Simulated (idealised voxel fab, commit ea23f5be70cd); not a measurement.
process module | voxel transistor to metal
cross-section cut | 150 nm wide | cells 5 nm
A cross-section is a grid of square cells, given in bands from the top down. A band is one or more rows of cells.
Each band's line starts with the height of the band's top and of its bottom, in nm. Then come its materials from left to right, each with its width in nm. One material with "throughout" fills the band from edge to edge. "air" is empty space.
Height 0 is the level under which the wafer as received is all one material. The lowest band goes on downwards, as in "0 down".
A width such as "30 to 40" changes by the same amount from each row of cells to the next, from the band's top row to its bottom row.
"no change" after a step means that no cell of the cross-section changed.
closed voids: empty space of 8 cells or more with no open way to the top, each as width x height at its distance from the left edge, in nm
after a step's settings: what the simulator itself notes on the step
overlay nm, on a step with a mask: how far to the right of its planned place the mask lay; to the left if negative
plan
1 op RECEIVE | material Si
2 op CONFORMAL_DEP | material SiO2 | thk nm 5
3 op CONFORMAL_DEP | material SiN | thk nm 10
4 op PATTERN | tone cover | mask id ACTIVE | material resist | width nm 115 | thk nm 15 | overlay nm 0
5 op DIRECTIONAL_ETCH | etch materials SiN | depth nm 10
6 op DIRECTIONAL_ETCH | etch materials SiO2 | depth nm 5
7 op DIRECTIONAL_ETCH | etch materials Si | depth nm 20
8 op STRIP | etch materials resist
9 op FILL_DEP | material SiO2 | thk nm 15
10 op CMP | height nm 15
11 op SELECTIVE_ETCH | etch materials SiO2 | depth nm 10
12 op STRIP | etch materials SiN
13 op SELECTIVE_ETCH | etch materials SiO2 | depth nm 5
14 op OXIDIZE | depth nm 5
15 op DIRECTIONAL_DEP | material polySi | thk nm 20
16 op DIRECTIONAL_DEP | material SiCN | thk nm 10
17 op DIRECTIONAL_DEP | material aC | thk nm 10
18 op PATTERN | tone cover | mask id GATE | material resist | width nm 35 | thk nm 30 | overlay nm 0
19 op DIRECTIONAL_ETCH | etch materials aC | depth nm 10
20 op STRIP | etch materials resist
21 op DIRECTIONAL_ETCH | etch materials SiCN | depth nm 20
22 op DIRECTIONAL_ETCH | etch materials polySi | depth nm 30
23 op STRIP | etch materials aC
24 op CONFORMAL_DEP | material SiN | thk nm 5
25 op DIRECTIONAL_ETCH | etch materials SiN | depth nm 5
26 op DIRECTIONAL_ETCH | etch materials SiO2 | depth nm 5
27 op DIRECTIONAL_ETCH | etch materials Si | depth nm 5
28 op EPI | material SiGe | thk nm 10
29 op FILL_DEP | material SiO2 | thk nm 10
30 op CMP | height nm 20
31 op STRIP | etch materials polySi
32 op SELECTIVE_ETCH | etch materials SiO2 | depth nm 5
33 op CONFORMAL_DEP | material HfO2 | thk nm 5
34 op CONFORMAL_DEP | material TiN | thk nm 5
35 op FILL_DEP | material W | thk nm 5
36 op CMP | height nm 15
37 op DIRECTIONAL_DEP | material SiO2 | thk nm 10
38 op PATTERN | tone open | mask id CONTACT | material resist | width nm 15 | pitch nm 90 | thk nm 20 | overlay nm 0
39 op DIRECTIONAL_ETCH | etch materials SiO2 | depth nm 25
40 op STRIP | etch materials resist
41 op CONFORMAL_DEP | material TiN | thk nm 5
42 op FILL_DEP | material W | thk nm 5
43 op CMP | height nm 25
44 op CONFORMAL_DEP | material SiCN | thk nm 5
45 op DIRECTIONAL_DEP | material lowk | thk nm 20
46 op PATTERN | tone open | mask id METAL_1 | material resist | width nm 15 | pitch nm 90 | thk nm 15 | overlay nm 0
47 op DIRECTIONAL_ETCH | etch materials lowk | depth nm 20
48 op DIRECTIONAL_ETCH | etch materials SiCN | depth nm 5
49 op STRIP | etch materials resist
50 op CONFORMAL_DEP | material TiN | thk nm 5
51 op FILL_DEP | material Ru | thk nm 5
52 op CMP | height nm 50
53 op EPI | material Ru | thk nm 5
54 op FILL_DEP | material SiCN | thk nm 5
first wafer, as planned
as received, after step 1
  0 down: Si throughout
  closed voids: none
after step 2
  5 to 0: SiO2 throughout
  below 0: unchanged
after step 3
  15 to 5: SiN throughout
  below 5: unchanged
after step 4
  30 to 15: air 15 | resist 115 | air 20
  below 15: unchanged
after step 5
  30 to 15: air 15 | resist 115 | air 20
  15 to 5: air 15 | SiN 115 | air 20
  below 5: unchanged
after step 6
  30 to 15: air 15 | resist 115 | air 20
  15 to 5: air 15 | SiN 115 | air 20
  5 to 0: air 15 | SiO2 115 | air 20
  below 0: unchanged
after step 7
  30 to 15: air 15 | resist 115 | air 20
  15 to 5: air 15 | SiN 115 | air 20
  5 to 0: air 15 | SiO2 115 | air 20
  0 to -20: air 15 | Si 115 | air 20
  below -20: unchanged
after step 8
  15 to 5: air 15 | SiN 115 | air 20
  below 5: unchanged
after step 9
  30 to 15: SiO2 throughout
  15 to 5: SiO2 15 | SiN 115 | SiO2 20
  5 to 0: SiO2 throughout
  0 to -20: SiO2 15 | Si 115 | SiO2 20
  below -20: unchanged
after step 10
  15 to 5: SiO2 15 | SiN 115 | SiO2 20
  below 5: unchanged
after step 11
  15 to 5: air 15 | SiN 115 | air 20
  below 5: unchanged
after step 12
  5 to 0: SiO2 throughout
  below 0: unchanged
after step 13
  0 to -20: SiO2 15 | Si 115 | SiO2 20
  below -20: unchanged
after step 14
  0 to -5: SiO2 throughout
  below -5: unchanged
after step 15
  20 to 0: polySi throughout
  below 0: unchanged
after step 16
  30 to 20: SiCN throughout
  below 20: unchanged
after step 17
  40 to 30: aC throughout
  below 30: unchanged
after step 18
  70 to 40: air 55 | resist 35 | air 60
  below 40: unchanged
after step 19
  60 to 40: air 55 | resist 35 | air 60
  40 to 30: air 55 | aC 35 | air 60
  below 30: unchanged
after step 20
  40 to 30: air 55 | aC 35 | air 60
  below 30: unchanged
after step 21
  40 to 30: air 55 | aC 35 | air 60
  30 to 20: air 55 | SiCN 35 | air 60
  below 20: unchanged
after step 22
  40 to 30: air 55 | aC 35 | air 60
  30 to 20: air 55 | SiCN 35 | air 60
  20 to 0: air 55 | polySi 35 | air 60
  below 0: unchanged
after step 23
  30 to 20: air 55 | SiCN 35 | air 60
  below 20: unchanged
after step 24
  35 to 30: air 50 | SiN 45 | air 55
  30 to 20: air 50 | SiN 5 | SiCN 35 | SiN 5 | air 55
  20 to 5: air 50 | SiN 5 | polySi 35 | SiN 5 | air 55
  5 to 0: SiN 55 | polySi 35 | SiN 60
  below 0: unchanged
after step 25
  30 to 20: air 50 | SiN 5 | SiCN 35 | SiN 5 | air 55
  20 to 0: air 50 | SiN 5 | polySi 35 | SiN 5 | air 55
  below 0: unchanged
after step 26
  30 to 20: air 50 | SiN 5 | SiCN 35 | SiN 5 | air 55
  20 to 0: air 50 | SiN 5 | polySi 35 | SiN 5 | air 55
  0 to -5: air 50 | SiO2 45 | air 55
  below -5: unchanged
after step 27
  30 to 20: air 50 | SiN 5 | SiCN 35 | SiN 5 | air 55
  20 to 0: air 50 | SiN 5 | polySi 35 | SiN 5 | air 55
  0 to -5: air 50 | SiO2 45 | air 55
  -5 to -10: SiO2 15 | air 35 | Si 45 | air 35 | SiO2 20
  below -10: unchanged
after step 28
  30 to 20: air 50 | SiN 5 | SiCN 35 | SiN 5 | air 55
  20 to 5: air 50 | SiN 5 | polySi 35 | SiN 5 | air 55
  5 to 0: air 40 | SiGe 10 | SiN 5 | polySi 35 | SiN 5 | SiGe 10 | air 45
  0 to -5: air 10 | SiGe 40 | SiO2 45 | SiGe 40 | air 15
  -5 to -10: SiO2 15 | SiGe 35 | Si 45 | SiGe 35 | SiO2 20
  below -10: unchanged
after step 29
  40 to 30: SiO2 throughout
  30 to 20: SiO2 50 | SiN 5 | SiCN 35 | SiN 5 | SiO2 55
  20 to 5: SiO2 50 | SiN 5 | polySi 35 | SiN 5 | SiO2 55
  5 to 0: SiO2 40 | SiGe 10 | SiN 5 | polySi 35 | SiN 5 | SiGe 10 | SiO2 45
  0 to -5: SiO2 10 | SiGe 40 | SiO2 45 | SiGe 40 | SiO2 15
  below -5: unchanged
after step 30
  20 to 5: SiO2 50 | SiN 5 | polySi 35 | SiN 5 | SiO2 55
  below 5: unchanged
after step 31
  20 to 5: SiO2 50 | SiN 5 | air 35 | SiN 5 | SiO2 55
  5 to 0: SiO2 40 | SiGe 10 | SiN 5 | air 35 | SiN 5 | SiGe 10 | SiO2 45
  below 0: unchanged
after step 32
  20 to 15: air 50 | SiN 5 | air 35 | SiN 5 | air 55
  15 to 5: SiO2 50 | SiN 5 | air 35 | SiN 5 | SiO2 55
  5 to 0: SiO2 40 | SiGe 10 | SiN 5 | air 35 | SiN 5 | SiGe 10 | SiO2 45
  0 to -5: SiO2 10 | SiGe 40 | air 45 | SiGe 40 | SiO2 15
  below -5: unchanged
after step 33
  25 to 20: air 45 | HfO2 15 | air 25 | HfO2 15 | air 50
  20 to 15: HfO2 50 | SiN 5 | HfO2 5 | air 25 | HfO2 5 | SiN 5 | HfO2 55
  15 to 5: SiO2 50 | SiN 5 | HfO2 5 | air 25 | HfO2 5 | SiN 5 | SiO2 55
  5 to 0: SiO2 40 | SiGe 10 | SiN 5 | HfO2 5 | air 25 | HfO2 5 | SiN 5 | SiGe 10 | SiO2 45
  0 to -5: SiO2 10 | SiGe 40 | HfO2 45 | SiGe 40 | SiO2 15
  below -5: unchanged
after step 34
  30 to 25: air 40 | TiN 25 | air 15 | TiN 25 | air 45
  25 to 20: TiN 45 | HfO2 15 | TiN 5 | air 15 | TiN 5 | HfO2 15 | TiN 50
  20 to 15: HfO2 50 | SiN 5 | HfO2 5 | TiN 5 | air 15 | TiN 5 | HfO2 5 | SiN 5 | HfO2 55
  15 to 5: SiO2 50 | SiN 5 | HfO2 5 | TiN 5 | air 15 | TiN 5 | HfO2 5 | SiN 5 | SiO2 55
  5 to 0: SiO2 40 | SiGe 10 | SiN 5 | HfO2 5 | TiN 25 | HfO2 5 | SiN 5 | SiGe 10 | SiO2 45
  below 0: unchanged
after step 35
  35 to 30: W throughout
  30 to 25: W 40 | TiN 25 | W 15 | TiN 25 | W 45
  25 to 20: TiN 45 | HfO2 15 | TiN 5 | W 15 | TiN 5 | HfO2 15 | TiN 50
  20 to 15: HfO2 50 | SiN 5 | HfO2 5 | TiN 5 | W 15 | TiN 5 | HfO2 5 | SiN 5 | HfO2 55
  15 to 5: SiO2 50 | SiN 5 | HfO2 5 | TiN 5 | W 15 | TiN 5 | HfO2 5 | SiN 5 | SiO2 55
  below 5: unchanged
after step 36
  15 to 5: SiO2 50 | SiN 5 | HfO2 5 | TiN 5 | W 15 | TiN 5 | HfO2 5 | SiN 5 | SiO2 55
  below 5: unchanged
after step 37
  25 to 15: SiO2 throughout
  below 15: unchanged
after step 38
  45 to 25: resist 20 | air 15 | resist 75 | air 15 | resist 25
  below 25: unchanged
after step 39
  45 to 25: resist 20 | air 15 | resist 75 | air 15 | resist 25
  25 to 15: SiO2 20 | air 15 | SiO2 75 | air 15 | SiO2 25
  15 to 5: SiO2 20 | air 15 | SiO2 15 | SiN 5 | HfO2 5 | TiN 5 | W 15 | TiN 5 | HfO2 5 | SiN 5 | SiO2 15 | air 15 | SiO2 25
  5 to 0: SiO2 20 | air 15 | SiO2 5 | SiGe 10 | SiN 5 | HfO2 5 | TiN 25 | HfO2 5 | SiN 5 | SiGe 10 | SiO2 5 | air 15 | SiO2 25
  below 0: unchanged
after step 40
  25 to 15: SiO2 20 | air 15 | SiO2 75 | air 15 | SiO2 25
  below 15: unchanged
after step 41
  30 to 25: TiN 25 | air 5 | TiN 85 | air 5 | TiN 30
  25 to 15: SiO2 20 | TiN 5 | air 5 | TiN 5 | SiO2 75 | TiN 5 | air 5 | TiN 5 | SiO2 25
  15 to 5: SiO2 20 | TiN 5 | air 5 | TiN 5 | SiO2 15 | SiN 5 | HfO2 5 | TiN 5 | W 15 | TiN 5 | HfO2 5 | SiN 5 | SiO2 15 | TiN 5 | air 5 | TiN 5 | SiO2 25
  5 to 0: SiO2 20 | TiN 15 | SiO2 5 | SiGe 10 | SiN 5 | HfO2 5 | TiN 25 | HfO2 5 | SiN 5 | SiGe 10 | SiO2 5 | TiN 15 | SiO2 25
  below 0: unchanged
after step 42
  35 to 30: W throughout
  30 to 25: TiN 25 | W 5 | TiN 85 | W 5 | TiN 30
  25 to 15: SiO2 20 | TiN 5 | W 5 | TiN 5 | SiO2 75 | TiN 5 | W 5 | TiN 5 | SiO2 25
  15 to 5: SiO2 20 | TiN 5 | W 5 | TiN 5 | SiO2 15 | SiN 5 | HfO2 5 | TiN 5 | W 15 | TiN 5 | HfO2 5 | SiN 5 | SiO2 15 | TiN 5 | W 5 | TiN 5 | SiO2 25
  below 5: unchanged
after step 43
  25 to 15: SiO2 20 | TiN 5 | W 5 | TiN 5 | SiO2 75 | TiN 5 | W 5 | TiN 5 | SiO2 25
  below 15: unchanged
after step 44
  30 to 25: SiCN throughout
  below 25: unchanged
after step 45
  50 to 30: lowk throughout
  below 30: unchanged
after step 46
  65 to 50: resist 20 | air 15 | resist 75 | air 15 | resist 25
  below 50: unchanged
after step 47
  65 to 50: resist 20 | air 15 | resist 75 | air 15 | resist 25
  50 to 30: lowk 20 | air 15 | lowk 75 | air 15 | lowk 25
  below 30: unchanged
after step 48
  65 to 50: resist 20 | air 15 | resist 75 | air 15 | resist 25
  50 to 30: lowk 20 | air 15 | lowk 75 | air 15 | lowk 25
  30 to 25: SiCN 20 | air 15 | SiCN 75 | air 15 | SiCN 25
  below 25: unchanged
after step 49
  50 to 30: lowk 20 | air 15 | lowk 75 | air 15 | lowk 25
  below 30: unchanged
after step 50
  55 to 50: TiN 25 | air 5 | TiN 85 | air 5 | TiN 30
  50 to 30: lowk 20 | TiN 5 | air 5 | TiN 5 | lowk 75 | TiN 5 | air 5 | TiN 5 | lowk 25
  30 to 25: SiCN 20 | TiN 15 | SiCN 75 | TiN 15 | SiCN 25
  below 25: unchanged
after step 51
  60 to 55: Ru throughout
  55 to 50: TiN 25 | Ru 5 | TiN 85 | Ru 5 | TiN 30
  50 to 30: lowk 20 | TiN 5 | Ru 5 | TiN 5 | lowk 75 | TiN 5 | Ru 5 | TiN 5 | lowk 25
  below 30: unchanged
after step 52
  50 to 30: lowk 20 | TiN 5 | Ru 5 | TiN 5 | lowk 75 | TiN 5 | Ru 5 | TiN 5 | lowk 25
  below 30: unchanged
after step 53
  55 to 50: air 15 | Ru 25 | air 65 | Ru 25 | air 20
  below 50: unchanged
after step 54
  60 to 55: SiCN throughout
  55 to 50: SiCN 15 | Ru 25 | SiCN 65 | Ru 25 | SiCN 20
  below 50: unchanged
second wafer: like start, like plan, one mistake. Through step 1 it matches the first wafer
when step 2 should have ended
  5 to 0: polySi throughout
  below 0: unchanged
when step 3 should have ended
  15 to 5: SiN throughout
  below 5: unchanged
when step 4 should have ended
  30 to 15: air 15 | resist 115 | air 20
  below 15: unchanged
when step 5 should have ended
  30 to 15: air 15 | resist 115 | air 20
  15 to 5: air 15 | SiN 115 | air 20
  below 5: unchanged
when step 6 should have ended: no change
when step 7 should have ended
  30 to 15: air 15 | resist 115 | air 20
  15 to 5: air 15 | SiN 115 | air 20
  5 to 0: air 15 | polySi 115 | air 20
  0 to -15: air 15 | Si 115 | air 20
  below -15: unchanged
when step 8 should have ended
  15 to 5: air 15 | SiN 115 | air 20
  below 5: unchanged
when step 9 should have ended
  30 to 15: SiO2 throughout
  15 to 5: SiO2 15 | SiN 115 | SiO2 20
  5 to 0: SiO2 15 | polySi 115 | SiO2 20
  0 to -15: SiO2 15 | Si 115 | SiO2 20
  below -15: unchanged
when step 10 should have ended
  15 to 5: SiO2 15 | SiN 115 | SiO2 20
  below 5: unchanged
when step 11 should have ended
  15 to 5: air 15 | SiN 115 | air 20
  below 5: unchanged
when step 12 should have ended
  5 to 0: SiO2 15 | polySi 115 | SiO2 20
  below 0: unchanged
when step 13 should have ended
  5 to 0: air 15 | polySi 115 | air 20
  below 0: unchanged
when step 14 should have ended
  5 to 0: air 15 | SiO2 115 | air 20
  0 to -5: SiO2 20 | Si 105 | SiO2 25
  below -5: unchanged
when step 15 should have ended
  25 to 20: air 15 | polySi 115 | air 20
  20 to 5: polySi throughout
  5 to 0: polySi 15 | SiO2 115 | polySi 20
  below 0: unchanged
when step 16 should have ended
  35 to 30: air 15 | SiCN 115 | air 20
  30 to 25: SiCN throughout
  25 to 20: SiCN 15 | polySi 115 | SiCN 20
  below 20: unchanged
when step 17 should have ended
  45 to 40: air 15 | aC 115 | air 20
  40 to 35: aC throughout
  35 to 30: aC 15 | SiCN 115 | aC 20
  below 30: unchanged
when step 18 should have ended
  75 to 45: air 55 | resist 35 | air 60
  below 45: unchanged
when step 19 should have ended
  65 to 45: air 55 | resist 35 | air 60
  45 to 35: air 55 | aC 35 | air 60
  35 to 30: air 15 | SiCN 115 | air 20
  below 30: unchanged
when step 20 should have ended
  45 to 35: air 55 | aC 35 | air 60
  below 35: unchanged
when step 21 should have ended
  45 to 35: air 55 | aC 35 | air 60
  35 to 25: air 55 | SiCN 35 | air 60
  25 to 20: air 15 | polySi 115 | air 20
  below 20: unchanged
when step 22 should have ended
  45 to 35: air 55 | aC 35 | air 60
  35 to 25: air 55 | SiCN 35 | air 60
  25 to 5: air 55 | polySi 35 | air 60
  5 to 0: air 15 | SiO2 115 | air 20
  below 0: unchanged
when step 23 should have ended
  35 to 25: air 55 | SiCN 35 | air 60
  below 25: unchanged
when step 24 should have ended
  40 to 35: air 50 | SiN 45 | air 55
  35 to 25: air 50 | SiN 5 | SiCN 35 | SiN 5 | air 55
  25 to 10: air 50 | SiN 5 | polySi 35 | SiN 5 | air 55
  10 to 5: air 10 | SiN 45 | polySi 35 | SiN 45 | air 15
  5 to 0: SiN 15 | SiO2 115 | SiN 20
  below 0: unchanged
when step 25 should have ended
  35 to 25: air 50 | SiN 5 | SiCN 35 | SiN 5 | air 55
  25 to 5: air 50 | SiN 5 | polySi 35 | SiN 5 | air 55
  5 to 0: air 10 | SiN 5 | SiO2 115 | SiN 5 | air 15
  below 0: unchanged
when step 26 should have ended
  35 to 25: air 50 | SiN 5 | SiCN 35 | SiN 5 | air 55
  25 to 5: air 50 | SiN 5 | polySi 35 | SiN 5 | air 55
  5 to 0: air 10 | SiN 5 | air 35 | SiO2 45 | air 35 | SiN 5 | air 15
  0 to -5: air 10 | SiO2 10 | Si 105 | SiO2 10 | air 15
  below -5: unchanged
when step 27 should have ended
  35 to 25: air 50 | SiN 5 | SiCN 35 | SiN 5 | air 55
  25 to 5: air 50 | SiN 5 | polySi 35 | SiN 5 | air 55
  5 to 0: air 10 | SiN 5 | air 35 | SiO2 45 | air 35 | SiN 5 | air 15
  0 to -5: air 10 | SiO2 10 | air 30 | Si 45 | air 30 | SiO2 10 | air 15
  below -5: unchanged
when step 28 should have ended
  35 to 25: air 50 | SiN 5 | SiCN 35 | SiN 5 | air 55
  25 to 10: air 50 | SiN 5 | polySi 35 | SiN 5 | air 55
  10 to 5: air 40 | SiGe 10 | SiN 5 | polySi 35 | SiN 5 | SiGe 10 | air 45
  5 to 0: air 10 | SiN 5 | SiGe 35 | SiO2 45 | SiGe 35 | SiN 5 | air 15
  0 to -5: air 10 | SiO2 10 | SiGe 30 | Si 45 | SiGe 30 | SiO2 10 | air 15
  below -5: unchanged
when step 29 should have ended
  45 to 35: SiO2 throughout
  35 to 25: SiO2 50 | SiN 5 | SiCN 35 | SiN 5 | SiO2 55
  25 to 10: SiO2 50 | SiN 5 | polySi 35 | SiN 5 | SiO2 55
  10 to 5: SiO2 40 | SiGe 10 | SiN 5 | polySi 35 | SiN 5 | SiGe 10 | SiO2 45
  5 to 0: SiO2 10 | SiN 5 | SiGe 35 | SiO2 45 | SiGe 35 | SiN 5 | SiO2 15
  0 to -5: SiO2 20 | SiGe 30 | Si 45 | SiGe 30 | SiO2 25
  below -5: unchanged
when step 30 should have ended
  20 to 10: SiO2 50 | SiN 5 | polySi 35 | SiN 5 | SiO2 55
  below 10: unchanged
when step 31 should have ended
  20 to 10: SiO2 50 | SiN 5 | air 35 | SiN 5 | SiO2 55
  10 to 5: SiO2 40 | SiGe 10 | SiN 5 | air 35 | SiN 5 | SiGe 10 | SiO2 45
  below 5: unchanged
when step 32 should have ended
  20 to 15: air 50 | SiN 5 | air 35 | SiN 5 | air 55
  15 to 10: SiO2 50 | SiN 5 | air 35 | SiN 5 | SiO2 55
  10 to 5: SiO2 40 | SiGe 10 | SiN 5 | air 35 | SiN 5 | SiGe 10 | SiO2 45
  5 to 0: SiO2 10 | SiN 5 | SiGe 35 | air 45 | SiGe 35 | SiN 5 | SiO2 15
  below 0: unchanged
when step 33 should have ended
  25 to 20: air 45 | HfO2 15 | air 25 | HfO2 15 | air 50
  20 to 15: HfO2 50 | SiN 5 | HfO2 5 | air 25 | HfO2 5 | SiN 5 | HfO2 55
  15 to 10: SiO2 50 | SiN 5 | HfO2 5 | air 25 | HfO2 5 | SiN 5 | SiO2 55
  10 to 5: SiO2 40 | SiGe 10 | SiN 5 | HfO2 5 | air 25 | HfO2 5 | SiN 5 | SiGe 10 | SiO2 45
  5 to 0: SiO2 10 | SiN 5 | SiGe 35 | HfO2 45 | SiGe 35 | SiN 5 | SiO2 15
  below 0: unchanged
when step 34 should have ended
  30 to 25: air 40 | TiN 25 | air 15 | TiN 25 | air 45
  25 to 20: TiN 45 | HfO2 15 | TiN 5 | air 15 | TiN 5 | HfO2 15 | TiN 50
  20 to 15: HfO2 50 | SiN 5 | HfO2 5 | TiN 5 | air 15 | TiN 5 | HfO2 5 | SiN 5 | HfO2 55
  15 to 10: SiO2 50 | SiN 5 | HfO2 5 | TiN 5 | air 15 | TiN 5 | HfO2 5 | SiN 5 | SiO2 55
  10 to 5: SiO2 40 | SiGe 10 | SiN 5 | HfO2 5 | TiN 25 | HfO2 5 | SiN 5 | SiGe 10 | SiO2 45
  below 5: unchanged
when step 35 should have ended
  35 to 30: W throughout
  30 to 25: W 40 | TiN 25 | W 15 | TiN 25 | W 45
  25 to 20: TiN 45 | HfO2 15 | TiN 5 | W 15 | TiN 5 | HfO2 15 | TiN 50
  20 to 15: HfO2 50 | SiN 5 | HfO2 5 | TiN 5 | W 15 | TiN 5 | HfO2 5 | SiN 5 | HfO2 55
  15 to 10: SiO2 50 | SiN 5 | HfO2 5 | TiN 5 | W 15 | TiN 5 | HfO2 5 | SiN 5 | SiO2 55
  below 10: unchanged
when step 36 should have ended
  15 to 10: SiO2 50 | SiN 5 | HfO2 5 | TiN 5 | W 15 | TiN 5 | HfO2 5 | SiN 5 | SiO2 55
  below 10: unchanged
when step 37 should have ended
  25 to 15: SiO2 throughout
  below 15: unchanged
when step 38 should have ended
  45 to 25: resist 20 | air 15 | resist 75 | air 15 | resist 25
  below 25: unchanged
when step 39 should have ended
  45 to 25: resist 20 | air 15 | resist 75 | air 15 | resist 25
  25 to 15: SiO2 20 | air 15 | SiO2 75 | air 15 | SiO2 25
  15 to 10: SiO2 20 | air 15 | SiO2 15 | SiN 5 | HfO2 5 | TiN 5 | W 15 | TiN 5 | HfO2 5 | SiN 5 | SiO2 15 | air 15 | SiO2 25
  10 to 5: SiO2 20 | air 15 | SiO2 5 | SiGe 10 | SiN 5 | HfO2 5 | TiN 25 | HfO2 5 | SiN 5 | SiGe 10 | SiO2 5 | air 15 | SiO2 25
  below 5: unchanged
when step 40 should have ended
  25 to 15: SiO2 20 | air 15 | SiO2 75 | air 15 | SiO2 25
  below 15: unchanged
when step 41 should have ended
  30 to 25: TiN 25 | air 5 | TiN 85 | air 5 | TiN 30
  25 to 15: SiO2 20 | TiN 5 | air 5 | TiN 5 | SiO2 75 | TiN 5 | air 5 | TiN 5 | SiO2 25
  15 to 10: SiO2 20 | TiN 5 | air 5 | TiN 5 | SiO2 15 | SiN 5 | HfO2 5 | TiN 5 | W 15 | TiN 5 | HfO2 5 | SiN 5 | SiO2 15 | TiN 5 | air 5 | TiN 5 | SiO2 25
  10 to 5: SiO2 20 | TiN 15 | SiO2 5 | SiGe 10 | SiN 5 | HfO2 5 | TiN 25 | HfO2 5 | SiN 5 | SiGe 10 | SiO2 5 | TiN 15 | SiO2 25
  below 5: unchanged
when step 42 should have ended
  35 to 30: W throughout
  30 to 25: TiN 25 | W 5 | TiN 85 | W 5 | TiN 30
  25 to 15: SiO2 20 | TiN 5 | W 5 | TiN 5 | SiO2 75 | TiN 5 | W 5 | TiN 5 | SiO2 25
  15 to 10: SiO2 20 | TiN 5 | W 5 | TiN 5 | SiO2 15 | SiN 5 | HfO2 5 | TiN 5 | W 15 | TiN 5 | HfO2 5 | SiN 5 | SiO2 15 | TiN 5 | W 5 | TiN 5 | SiO2 25
  below 10: unchanged
when step 43 should have ended
  25 to 15: SiO2 20 | TiN 5 | W 5 | TiN 5 | SiO2 75 | TiN 5 | W 5 | TiN 5 | SiO2 25
  below 15: unchanged
when step 44 should have ended
  30 to 25: SiCN throughout
  below 25: unchanged
when step 45 should have ended
  50 to 30: lowk throughout
  below 30: unchanged
when step 46 should have ended
  65 to 50: resist 20 | air 15 | resist 75 | air 15 | resist 25
  below 50: unchanged
when step 47 should have ended
  65 to 50: resist 20 | air 15 | resist 75 | air 15 | resist 25
  50 to 30: lowk 20 | air 15 | lowk 75 | air 15 | lowk 25
  below 30: unchanged
when step 48 should have ended
  65 to 50: resist 20 | air 15 | resist 75 | air 15 | resist 25
  50 to 30: lowk 20 | air 15 | lowk 75 | air 15 | lowk 25
  30 to 25: SiCN 20 | air 15 | SiCN 75 | air 15 | SiCN 25
  below 25: unchanged
when step 49 should have ended
  50 to 30: lowk 20 | air 15 | lowk 75 | air 15 | lowk 25
  below 30: unchanged
when step 50 should have ended
  55 to 50: TiN 25 | air 5 | TiN 85 | air 5 | TiN 30
  50 to 30: lowk 20 | TiN 5 | air 5 | TiN 5 | lowk 75 | TiN 5 | air 5 | TiN 5 | lowk 25
  30 to 25: SiCN 20 | TiN 15 | SiCN 75 | TiN 15 | SiCN 25
  below 25: unchanged
when step 51 should have ended
  60 to 55: Ru throughout
  55 to 50: TiN 25 | Ru 5 | TiN 85 | Ru 5 | TiN 30
  50 to 30: lowk 20 | TiN 5 | Ru 5 | TiN 5 | lowk 75 | TiN 5 | Ru 5 | TiN 5 | lowk 25
  below 30: unchanged
when step 52 should have ended
  50 to 30: lowk 20 | TiN 5 | Ru 5 | TiN 5 | lowk 75 | TiN 5 | Ru 5 | TiN 5 | lowk 25
  below 30: unchanged
when step 53 should have ended
  55 to 50: air 15 | Ru 25 | air 65 | Ru 25 | air 20
  below 50: unchanged
when step 54 should have ended
  60 to 55: SiCN throughout
  55 to 50: SiCN 15 | Ru 25 | SiCN 65 | Ru 25 | SiCN 20
  below 50: unchanged
what went wrong: step 2 ran as: op CONFORMAL_DEP | material polySi | thk nm 5
at the end the second wafer has, in cells: 2 fewer of HfO2 | 30 more of Si | 4 fewer of SiGe | 13 fewer of SiO2 | 6 fewer of TiN | 5 fewer of W
